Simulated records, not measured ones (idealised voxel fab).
process module | voxel self aligned vias
cross-section cut | 215 nm wide | cells 5 nm
A cross-section is a grid of square cells, given in bands from the top down. A band is one or more rows of cells.
Each band's line starts with the height of the band's top and of its bottom, in nm. Then come its materials from left to right, each with its width in nm. One material with "throughout" fills the band from edge to edge. "air" is empty space.
Height 0 is the level under which the wafer as received is all one material. The lowest band goes on downwards, as in "0 down".
A width such as "30 to 40" changes by the same amount from each row of cells to the next, from the band's top row to its bottom row.
"no change" after a step means that no cell of the cross-section changed.
closed voids: empty space of 8 cells or more with no open way to the top, each as width x height at its distance from the left edge, in nm
after a step's settings: what the simulator itself notes on the step
overlay nm, on a step with a mask: how far to the right of its planned place the mask lay; to the left if negative
plan
1 op RECEIVE | material Si
2 op CONFORMAL_DEP | material SiO2 | thk nm 15
3 op CONFORMAL_DEP | material SiCN | thk nm 5
4 op DIRECTIONAL_DEP | material lowk | thk nm 30
5 op PATTERN | tone open | mask id LINES | material resist | width nm 30 | pitch nm 70 | thk nm 15 | overlay nm 0
6 op DIRECTIONAL_ETCH | etch materials lowk | depth nm 30
7 op STRIP | etch materials resist
8 op CONFORMAL_DEP | material TiN | thk nm 5
9 op FILL_DEP | material W | thk nm 10
10 op CMP | height nm 50
11 op SELECTIVE_ETCH | etch materials W Ru TiN | depth nm 5
12 op FILL_DEP | material SiN | thk nm 5
13 op CMP | height nm 50
14 op DIRECTIONAL_DEP | material lowk | thk nm 15
15 op MASKED_ETCH | tone open | mask id VIAS | width nm 50 | pitch nm 70 | etch materials lowk | depth nm 15 | overlay nm 0
16 op MASKED_ETCH | tone open | mask id VIAS | width nm 50 | pitch nm 70 | etch materials SiN | depth nm 5 | overlay nm 0
17 op CONFORMAL_DEP | material TiN | thk nm 5
18 op FILL_DEP | material W | thk nm 5
19 op CMP | height nm 65
20 op CONFORMAL_DEP | material SiCN | thk nm 5
as received, after step 1
  0 down: Si throughout
  closed voids: none
a wafer at the end: this start, this plan, one mistake
  70 to 65: SiCN throughout
  65 to 55: lowk 45 | TiN 5 | W 40 | TiN 5 | lowk 20 | TiN 5 | W 40 | TiN 5 | lowk 50
  55 to 50: lowk 45 | TiN 25 | W 20 | TiN 5 | lowk 20 | TiN 25 | W 20 | TiN 5 | lowk 50
  50 to 45: lowk 65 | TiN 30 | lowk 40 | TiN 30 | lowk 50
  45 to 25: lowk 65 | TiN 5 | W 20 | TiN 5 | lowk 40 | TiN 5 | W 20 | TiN 5 | lowk 50
  25 to 20: lowk 65 | TiN 30 | lowk 40 | TiN 30 | lowk 50
  20 to 15: SiCN throughout
  15 to 0: SiO2 throughout
  0 down: Si throughout
  closed voids: none
what went wrong: step 5 ran as: op PATTERN | tone open | mask id LINES | material resist | width nm 30 | pitch nm 70 | thk nm 15 | overlay nm 10
